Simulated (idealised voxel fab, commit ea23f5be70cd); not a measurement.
The following process module bears the name voxel trench capacitor.
The cross-section shown here is cut; it is 245 nm wide and divided into square cells measuring 5 nm on a side.
Just so we're on the same page, the cross-sections are grids of square cells, and they're listed out in bands top to bottom, each band one or more rows deep.
Quick guide to a band line: top height, bottom height (nm) up front; then every material left to right with its width in nm. Only one material and it's marked "all across"? Then it fills the band edge to edge. And "air" just means empty space.
Heights are measured from 0, the level below which the as-received wafer is all one material; the lowest band has no bottom and continues downward, written as in "0 -> down".
So if you see something like "30..40" for the width, read it as the top row of the band sitting at the first number and the bottom row at the second, with every row in between moving by the same amount as the last.
Any step labelled "nothing altered" changed none of the cells in the cross-section.
Empty spaces counting at least 8 cells and having no open way to the top are listed in "Completely enclosed voids". The notation width x height at distance is used for each, the distance being from the left edge and all three values in nm.
Formally, on a step line, whatever follows the settings is a remark that the simulator itself makes on the step.
The "overlay nm" setting may appear on a step's line; for a step that uses a mask, it gives how far to the right of its planned position the mask lay, and a negative value indicates the left.

## Set out below are the planned steps of the process
| 1 | RECEIVE with material Si |
| 2 | CONFORMAL_DEP with material SiN, thk nm 10 |
| 3 | PATTERN with tone open, mask id TRENCH, material resist, width nm 25, pitch nm 55, thk nm 20, overlay nm 0 |
| 4 | DIRECTIONAL_ETCH with etch materials SiN, depth nm 10 |
| 5 | DIRECTIONAL_ETCH with etch materials Si, depth nm 25 |
| 6 | STRIP with etch materials resist |
| 7 | CONFORMAL_DEP with material Al2O3, thk nm 5 |
| 8 | CONFORMAL_DEP with material TiN, thk nm 5 |
| 9 | FILL_DEP with material W, thk nm 10 |
| 10 | CMP with height nm 0 |
varied across the wafers: height nm of step 10. The plan shows the first wafer's value. All wafers start alike

## First of several wafers, received after step 1, in cross-section
* 0 -> down | Si all across
* Completely enclosed voids: none

## Module end state after final step 10: cross-section of the first of several wafers
* 0 -> -15 | Si 55; Al2O3 5; TiN 5; W 5; TiN 5; Al2O3 5; Si 30; Al2O3 5; TiN 5; W 5; TiN 5; Al2O3 5; Si 30; Al2O3 5; TiN 5; W 5; TiN 5; Al2O3 5; Si 55
* -15 -> -20 | Si 55; Al2O3 5; TiN 15; Al2O3 5; Si 30; Al2O3 5; TiN 15; Al2O3 5; Si 30; Al2O3 5; TiN 15; Al2O3 5; Si 55
* -20 -> -25 | Si 55; Al2O3 25; Si 30; Al2O3 25; Si 30; Al2O3 25; Si 55
* -25 -> down | Si all across
* Completely enclosed voids: none

## Final wafer of several, shown in cross-section at the end of the module
* 25 -> 20 | W all across
* 20 -> 15 | TiN 65; W 5; TiN 50; W 5; TiN 50; W 5; TiN 65
* 15 -> 10 | Al2O3 60; TiN 5; W 5; TiN 5; Al2O3 40; TiN 5; W 5; TiN 5; Al2O3 40; TiN 5; W 5; TiN 5; Al2O3 60
* 10 -> 0 | SiN 55; Al2O3 5; TiN 5; W 5; TiN 5; Al2O3 5; SiN 30; Al2O3 5; TiN 5; W 5; TiN 5; Al2O3 5; SiN 30; Al2O3 5; TiN 5; W 5; TiN 5; Al2O3 5; SiN 55
* 0 -> -15 | Si 55; Al2O3 5; TiN 5; W 5; TiN 5; Al2O3 5; Si 30; Al2O3 5; TiN 5; W 5; TiN 5; Al2O3 5; Si 30; Al2O3 5; TiN 5; W 5; TiN 5; Al2O3 5; Si 55
* -15 -> -20 | Si 55; Al2O3 5; TiN 15; Al2O3 5; Si 30; Al2O3 5; TiN 15; Al2O3 5; Si 30; Al2O3 5; TiN 15; Al2O3 5; Si 55
* -20 -> -25 | Si 55; Al2O3 25; Si 30; Al2O3 25; Si 30; Al2O3 25; Si 55
* -25 -> down | Si all across
* Completely enclosed voids: none

## What follows is a table in which each wafer occupies a row; for the wafer as it stands at the close of the module, the row states, material by material, how many cells have been gained (+) or lost (-) since receipt, and then gives its closed voids
height nm 0 | +39 Al2O3 | -75 Si | +27 TiN | +9 W | Completely enclosed voids: none
height nm 5 | +45 Al2O3 | -75 Si | +34 SiN | +33 TiN | +12 W | Completely enclosed voids: none
height nm 10 | +51 Al2O3 | -75 Si | +68 SiN | +39 TiN | +15 W | Completely enclosed voids: none
height nm 15 | +91 Al2O3 | -75 Si | +68 SiN | +45 TiN | +18 W | Completely enclosed voids: none
height nm 20 | +91 Al2O3 | -75 Si | +68 SiN | +91 TiN | +21 W | Completely enclosed voids: none
height nm 25 | +91 Al2O3 | -75 Si | +68 SiN | +91 TiN | +70 W | Completely enclosed voids: none
